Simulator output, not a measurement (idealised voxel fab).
The name of this process module is voxel self aligned vias.
Square cell edge 5 nm, section width 280 nm, ID cut.
Notation: cross-section as square-cell grid; stated in bands, top first, going down; one or more cell rows per band. Band entry format. Leading values: height of top, height of bottom, nm. Remainder: materials in left-to-right order, each with its width in nm. Special words: "throughout" on a single material, which then fills the band edge to edge; "air", empty space. The level at which height equals 0 is the one under which the wafer, as it arrives, is entirely one material. No lower edge exists for the bottom band, which continues downward and is notated as in "top 0, no bottom". Width spec "30..40" -> top row of cells at first value, bottom row at second value, equal per-row change in between. Given "everything unchanged" for a step, no cell of the cross-section differs between before and after that step. In "Trapped voids" the enclosed voids are listed, meaning empty spaces of 8 cells or larger without any opening to the top. The form is width x height at distance, distance from the left edge, units nm. Note: text after step settings on the step line = simulator remark on that step. If you see "overlay nm" on a step's line and that step has a mask, it's telling you how far right of where it was planned the mask ended up; a negative number means it went left instead.

**Process steps foreseen in the plan**
1. RECEIVE: material Si
2. CONFORMAL_DEP: material SiO2, thk nm 10
3. CONFORMAL_DEP: material SiCN, thk nm 5
4. DIRECTIONAL_DEP: material SiO2, thk nm 25
5. PATTERN: tone open, mask id LINES, material resist, width nm 25, pitch nm 60, thk nm 20, overlay nm 0
6. DIRECTIONAL_ETCH: etch materials SiO2, depth nm 25
7. STRIP: etch materials resist
8. CONFORMAL_DEP: material TiN, thk nm 5
9. FILL_DEP: material Ru, thk nm 10
10. CMP: height nm 40
11. SELECTIVE_ETCH: etch materials W Ru TiN, depth nm 10
12. FILL_DEP: material SiN, thk nm 5
13. CMP: height nm 40
14. DIRECTIONAL_DEP: material SiO2, thk nm 20
15. MASKED_ETCH: tone open, mask id VIAS, width nm 35, pitch nm 60, etch materials SiO2, depth nm 20, overlay nm 0
16. MASKED_ETCH: tone open, mask id VIAS, width nm 35, pitch nm 60, etch materials SiN, depth nm 10, overlay nm 0
17. CONFORMAL_DEP: material TiN, thk nm 5
18. FILL_DEP: material Ru, thk nm 5
19. CMP: height nm 60
20. CONFORMAL_DEP: material SiCN, thk nm 5

**As-received state of the wafer in cross-section, equivalent to post-step 1**
> top 0, no bottom: Si throughout
> Trapped voids: none

**First of two wafers, end-of-module section, run followed plan**
> top 65, bottom 60: SiCN throughout
> top 60, bottom 45: SiO2 90 nm; TiN 5 nm; Ru 25 nm; TiN 5 nm; SiO2 25 nm; TiN 5 nm; Ru 25 nm; TiN 5 nm; SiO2 95 nm
> top 45, bottom 35: SiO2 90..95 nm; TiN 10..5 nm; Ru 15 nm; TiN 10..5 nm; SiO2 25..35 nm; TiN 10..5 nm; Ru 15 nm; TiN 10..5 nm; SiO2 95..100 nm
> top 35, bottom 30: SiO2 95 nm; TiN 25 nm; SiO2 35 nm; TiN 25 nm; SiO2 100 nm
> top 30, bottom 20: SiO2 95 nm; TiN 5 nm; Ru 15 nm; TiN 5 nm; SiO2 35 nm; TiN 5 nm; Ru 15 nm; TiN 5 nm; SiO2 100 nm
> top 20, bottom 15: SiO2 95 nm; TiN 25 nm; SiO2 35 nm; TiN 25 nm; SiO2 100 nm
> top 15, bottom 10: SiCN throughout
> top 10, bottom 0: SiO2 throughout
> top 0, no bottom: Si throughout
> Trapped voids: none

**second wafer at the end: like start, like plan, one mistake**
> top 65, bottom 60: SiCN throughout
> top 60, bottom 35: SiO2 90 nm; TiN 5 nm; Ru 25 nm; TiN 5 nm; SiO2 25 nm; TiN 5 nm; Ru 25 nm; TiN 5 nm; SiO2 95 nm
> top 35, bottom 30: SiO2 90 nm; TiN 35 nm; SiO2 25 nm; TiN 35 nm; SiO2 95 nm
> top 30, bottom 20: SiO2 90 nm; TiN 10 nm; Ru 15 nm; TiN 10 nm; SiO2 25 nm; TiN 10 nm; Ru 15 nm; TiN 10 nm; SiO2 95 nm
> top 20, bottom 15: SiO2 95 nm; TiN 25 nm; SiO2 35 nm; TiN 25 nm; SiO2 100 nm
> top 15, bottom 10: SiCN throughout
> top 10, bottom 0: SiO2 throughout
> top 0, no bottom: Si throughout
> Trapped voids: none
What was the processing mistake? the plan had its step 15 run twice
Final wafer comparison in cells, second versus first, more or fewer per material: +8 Ru | -16 SiO2 | +8 TiN
